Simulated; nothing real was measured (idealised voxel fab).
voxel self aligned vias: a process module
We display cut, a cross-section 255 nm in width whose square cells are each 5 nm.
Just so we're on the same page, the cross-sections are grids of square cells, and they're listed out in bands top to bottom, each band one or more rows deep.
Band: top height; bottom height; in nm. Then, left to right: material with width in nm, for each material. "full width": a single material spanning edge to edge. "empty": empty space.
Heights are expressed relative to 0, this being the level below which the as-received wafer comprises one material exclusively. The lowest band is unbounded in the downward direction and is denoted as in "0..down".
The notation "30 to 40" denotes a width that varies across the rows of cells in the band, beginning at the first number in the top row, finishing at the second number in the bottom row, and changing by an identical amount from each row to the next.
When a step is marked "identical to before", none of the cells in the cross-section changed during that step.
Closed empty spaces (no open way to the top) of 8 cells or more are what "Non-vented voids" lists, each as width x height at distance from the left edge, nm for all three.
Whatever follows a step's settings on its line is a remark the simulator itself makes about that step.
You can add "overlay nm" to a step's line. For a step with a mask, it describes how far the mask lay to the right of its planned position, and a negative number describes a lay to the left.

## Process steps foreseen in the plan
| 1 | RECEIVE (material Si) |
| 2 | CONFORMAL_DEP (material SiO2; thk nm 10) |
| 3 | CONFORMAL_DEP (material SiCN; thk nm 5) |
| 4 | DIRECTIONAL_DEP (material SiO2; thk nm 25) |
| 5 | DIRECTIONAL_DEP (material aC; thk nm 15) |
| 6 | PATTERN (tone open; mask id LINES; material resist; width nm 25; pitch nm 75; thk nm 30; overlay nm 0) |
| 7 | DIRECTIONAL_ETCH (etch materials aC; depth nm 15) |
| 8 | STRIP (etch materials resist) |
| 9 | DIRECTIONAL_ETCH (etch materials SiO2; depth nm 25) |
| 10 | STRIP (etch materials aC) |
| 11 | CONFORMAL_DEP (material TiN; thk nm 5) |
| 12 | FILL_DEP (material Ru; thk nm 5) |
| 13 | CMP (height nm 40) |
| 14 | SELECTIVE_ETCH (etch materials W Ru TiN; depth nm 10) |
| 15 | FILL_DEP (material SiN; thk nm 5) |
| 16 | CMP (height nm 40) |
| 17 | DIRECTIONAL_DEP (material SiO2; thk nm 15) |
| 18 | PATTERN (tone open; mask id VIAS; material resist; width nm 45; pitch nm 150; thk nm 15; overlay nm 0) |
| 19 | DIRECTIONAL_ETCH (etch materials SiO2; depth nm 15) |
| 20 | DIRECTIONAL_ETCH (etch materials SiN; depth nm 10) |
| 21 | STRIP (etch materials resist) |
| 22 | CONFORMAL_DEP (material TiN; thk nm 5) |
| 23 | FILL_DEP (material Cu; thk nm 10) |
| 24 | CMP (height nm 55) |
| 25 | CONFORMAL_DEP (material SiN; thk nm 5) |

## Wafer as received: cross-section following step 1
0..down: Si full width
Non-vented voids: none

## First of two wafers, end-of-module section, run followed plan
60..55: SiN full width
55..45: SiO2 (30) / TiN (5) / Cu (35) / TiN (5) / SiO2 (105) / TiN (5) / Cu (35) / TiN (5) / SiO2 (30)
45..40: SiO2 (30) / TiN (15) / Cu (15) / TiN (15) / SiO2 (105) / TiN (15) / Cu (15) / TiN (15) / SiO2 (30)
40..35: SiO2 (40) / TiN (5) / Cu (15) / TiN (5) / SiO2 (50) / SiN (25) / SiO2 (50) / TiN (5) / Cu (15) / TiN (5) / SiO2 (40)
35..30: SiO2 (40) / TiN (25) / SiO2 (50) / SiN (25) / SiO2 (50) / TiN (25) / SiO2 (40)
30..20: SiO2 (40) / TiN (5) / Ru (15) / TiN (5) / SiO2 (50) / TiN (5) / Ru (15) / TiN (5) / SiO2 (50) / TiN (5) / Ru (15) / TiN (5) / SiO2 (40)
20..15: SiO2 (40) / TiN (25) / SiO2 (50) / TiN (25) / SiO2 (50) / TiN (25) / SiO2 (40)
15..10: SiCN full width
10..0: SiO2 full width
0..down: Si full width
Non-vented voids: none

## Here's the second of our two wafers sectioned at module end. Same start as the first, same plan, but one mistake got made running it
60..55: SiN full width
55..40: Ru full width
40..30: SiO2 (40) / SiN (25) / SiO2 (50) / SiN (25) / SiO2 (50) / SiN (25) / SiO2 (40)
30..20: SiO2 (40) / TiN (5) / Ru (15) / TiN (5) / SiO2 (50) / TiN (5) / Ru (15) / TiN (5) / SiO2 (50) / TiN (5) / Ru (15) / TiN (5) / SiO2 (40)
20..15: SiO2 (40) / TiN (25) / SiO2 (50) / TiN (25) / SiO2 (50) / TiN (25) / SiO2 (40)
15..10: SiCN full width
10..0: SiO2 full width
0..down: Si full width
Non-vented voids: none
Which mistake was made when the wafer was run? step 17 did not happen as planned, as run it was DIRECTIONAL_DEP (material Ru; thk nm 15)
The closing comparison, in cells, has the second wafer with more or fewer of some materials than the first: 40 fewer of Cu; 153 more of Ru; 20 more of SiN; 99 fewer of SiO2; 34 fewer of TiN
